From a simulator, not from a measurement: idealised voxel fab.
process module | voxel self aligned contacts
cross-section cut | 205 nm wide | cells 5 nm
A cross-section is a grid of square cells, given in bands from the top down. A band is one or more rows of cells.
Each band's line starts with the height of the band's top and of its bottom, in nm. Then come its materials from left to right, each with its width in nm. One material with "throughout" fills the band from edge to edge. "air" is empty space.
Height 0 is the level under which the wafer as received is all one material. The lowest band goes on downwards, as in "0 down".
A width such as "30 to 40" changes by the same amount from each row of cells to the next, from the band's top row to its bottom row.
"no change" after a step means that no cell of the cross-section changed.
closed voids: empty space of 8 cells or more with no open way to the top, each as width x height at its distance from the left edge, in nm
after a step's settings: what the simulator itself notes on the step
overlay nm, on a step with a mask: how far to the right of its planned place the mask lay; to the left if negative
plan
1 op RECEIVE | material Si
2 op OXIDIZE | depth nm 5
3 op DIRECTIONAL_DEP | material polySi | thk nm 30
4 op DIRECTIONAL_DEP | material SiN | thk nm 20
5 op MASKED_ETCH | tone cover | mask id GATE | width nm 25 | pitch nm 60 | etch materials SiN | depth nm 20 | overlay nm 0
6 op MASKED_ETCH | tone cover | mask id GATE | width nm 25 | pitch nm 60 | etch materials polySi | depth nm 20 | overlay nm 0
7 op CONFORMAL_DEP | material SiN | thk nm 5
8 op DIRECTIONAL_ETCH | etch materials SiN | depth nm 5
9 op FILL_DEP | material SiO2 | thk nm 20
10 op CMP | height nm 60
11 op PATTERN | tone open | mask id CONTACT | material resist | width nm 45 | thk nm 20 | overlay nm 0
12 op DIRECTIONAL_ETCH | etch materials SiO2 | depth nm 65
13 op STRIP | etch materials resist
14 op CONFORMAL_DEP | material TiN | thk nm 5
15 op FILL_DEP | material W | thk nm 5
16 op CMP | height nm 60
17 op CONFORMAL_DEP | material SiN | thk nm 5
varied across the wafers: depth nm of step 6. The plan shows the first wafer's value. All wafers start alike
first wafer as received, after step 1
  0 down: Si throughout
  closed voids: none
each wafer at the end: cells of each material gained (+) or lost (-) since it was received, then its closed voids
depth nm 20 | -41 Si | +113 SiN | +281 SiO2 | +27 TiN | +31 W | +122 polySi | closed voids: none
depth nm 25 | -41 Si | +117 SiN | +303 SiO2 | +29 TiN | +34 W | +91 polySi | closed voids: none
depth nm 30 | -41 Si | +121 SiN | +320 SiO2 | +33 TiN | +40 W | +60 polySi | closed voids: none
depth nm 35 | -41 Si | +121 SiN | +320 SiO2 | +33 TiN | +40 W | +60 polySi | closed voids: none
depth nm 40 | -41 Si | +121 SiN | +320 SiO2 | +33 TiN | +40 W | +60 polySi | closed voids: none
depth nm 45 | -41 Si | +121 SiN | +320 SiO2 | +33 TiN | +40 W | +60 polySi | closed voids: none
